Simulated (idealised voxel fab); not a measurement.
process module | voxel ribs on slabs
cross-section cut | 175 nm wide | cells 5 nm
A cross-section is a grid of square cells, given in bands from the top down. A band is one or more rows of cells.
Each band's line starts with the height of the band's top and of its bottom, in nm. Then come its materials from left to right, each with its width in nm. One material with "throughout" fills the band from edge to edge. "air" is empty space.
Height 0 is the level under which the wafer as received is all one material. The lowest band goes on downwards, as in "0 down".
A width such as "30 to 40" changes by the same amount from each row of cells to the next, from the band's top row to its bottom row.
"no change" after a step means that no cell of the cross-section changed.
closed voids: empty space of 8 cells or more with no open way to the top, each as width x height at its distance from the left edge, in nm
after a step's settings: what the simulator itself notes on the step
overlay nm, on a step with a mask: how far to the right of its planned place the mask lay; to the left if negative
plan
1 op RECEIVE | material Si
2 op DIRECTIONAL_DEP | material SiO2 | thk nm 30
3 op DIRECTIONAL_DEP | material SiN | thk nm 20
4 op PATTERN | tone cover | mask id RIB | material resist | width nm 20 | thk nm 20 | overlay nm 0
5 op DIRECTIONAL_ETCH | etch materials SiN | depth nm 15
6 op STRIP | etch materials resist
7 op PATTERN | tone cover | mask id SLAB | material resist | width nm 60 | thk nm 20 | overlay nm 0
8 op DIRECTIONAL_ETCH | etch materials SiN | depth nm 5
9 op STRIP | etch materials resist
10 op FILL_DEP | material SiO2 | thk nm 15
11 op CMP | height nm 60
12 op DIRECTIONAL_DEP | material TiN | thk nm 10
13 op DIRECTIONAL_DEP | material aC | thk nm 10
14 op PATTERN | tone cover | mask id HEATER | material resist | width nm 30 | thk nm 25 | overlay nm 0
15 op DIRECTIONAL_ETCH | etch materials aC | depth nm 10
16 op STRIP | etch materials resist
17 op DIRECTIONAL_ETCH | etch materials TiN | depth nm 10
18 op STRIP | etch materials aC
19 op CONFORMAL_DEP | material SiN | thk nm 5
first wafer, as planned
as received, after step 1
  0 down: Si throughout
  closed voids: none
after step 2
  30 to 0: SiO2 throughout
  below 0: unchanged
after step 3
  50 to 30: SiN throughout
  below 30: unchanged
after step 4
  70 to 50: air 75 | resist 20 | air 80
  below 50: unchanged
after step 5
  70 to 50: air 75 | resist 20 | air 80
  50 to 35: air 75 | SiN 20 | air 80
  below 35: unchanged
after step 6
  50 to 35: air 75 | SiN 20 | air 80
  below 35: unchanged
after step 7
  70 to 50: air 55 | resist 60 | air 60
  50 to 35: air 55 | resist 20 | SiN 20 | resist 20 | air 60
  below 35: unchanged
after step 8
  70 to 50: air 55 | resist 60 | air 60
  50 to 35: air 55 | resist 20 | SiN 20 | resist 20 | air 60
  35 to 30: air 55 | SiN 60 | air 60
  below 30: unchanged
after step 9
  50 to 35: air 75 | SiN 20 | air 80
  below 35: unchanged
after step 10
  65 to 50: SiO2 throughout
  50 to 35: SiO2 75 | SiN 20 | SiO2 80
  35 to 30: SiO2 55 | SiN 60 | SiO2 60
  below 30: unchanged
after step 11
  60 to 50: SiO2 throughout
  below 50: unchanged
after step 12
  70 to 60: TiN throughout
  below 60: unchanged
after step 13
  80 to 70: aC throughout
  below 70: unchanged
after step 14
  105 to 80: air 70 | resist 30 | air 75
  below 80: unchanged
after step 15
  95 to 80: air 70 | resist 30 | air 75
  80 to 70: air 70 | aC 30 | air 75
  below 70: unchanged
after step 16
  80 to 70: air 70 | aC 30 | air 75
  below 70: unchanged
after step 17
  80 to 70: air 70 | aC 30 | air 75
  70 to 60: air 70 | TiN 30 | air 75
  below 60: unchanged
after step 18
  70 to 60: air 70 | TiN 30 | air 75
  below 60: unchanged
after step 19
  75 to 70: air 65 | SiN 40 | air 70
  70 to 65: air 65 | SiN 5 | TiN 30 | SiN 5 | air 70
  65 to 60: SiN 70 | TiN 30 | SiN 75
  below 60: unchanged
second wafer: like start, like plan, one mistake. Through step 1 it matches the first wafer
when step 2 should have ended
  20 to 0: SiN throughout
  below 0: unchanged
when step 3 should have ended
  50 to 20: SiO2 throughout
  below 20: unchanged
when step 4 should have ended
  70 to 50: air 75 | resist 20 | air 80
  below 50: unchanged
when step 5 should have ended: no change
when step 6 should have ended
  50 to 20: SiO2 throughout
  below 20: unchanged
when step 7 should have ended
  70 to 50: air 55 | resist 60 | air 60
  below 50: unchanged
when step 8 should have ended: no change
when step 9 should have ended
  50 to 20: SiO2 throughout
  below 20: unchanged
when step 10 should have ended
  65 to 20: SiO2 throughout
  below 20: unchanged
when step 11 should have ended
  60 to 20: SiO2 throughout
  below 20: unchanged
when step 12 should have ended
  70 to 60: TiN throughout
  below 60: unchanged
when step 13 should have ended
  80 to 70: aC throughout
  below 70: unchanged
when step 14 should have ended
  105 to 80: air 70 | resist 30 | air 75
  below 80: unchanged
when step 15 should have ended
  95 to 80: air 70 | resist 30 | air 75
  80 to 70: air 70 | aC 30 | air 75
  below 70: unchanged
when step 16 should have ended
  80 to 70: air 70 | aC 30 | air 75
  below 70: unchanged
when step 17 should have ended
  80 to 70: air 70 | aC 30 | air 75
  70 to 60: air 70 | TiN 30 | air 75
  below 60: unchanged
when step 18 should have ended
  70 to 60: air 70 | TiN 30 | air 75
  below 60: unchanged
when step 19 should have ended
  75 to 70: air 65 | SiN 40 | air 70
  70 to 65: air 65 | SiN 5 | TiN 30 | SiN 5 | air 70
  65 to 60: SiN 70 | TiN 30 | SiN 75
  below 60: unchanged
what went wrong: steps 2 and 3 were swapped
at the end the second wafer has, in cells: 116 more of SiN | 116 fewer of SiO2
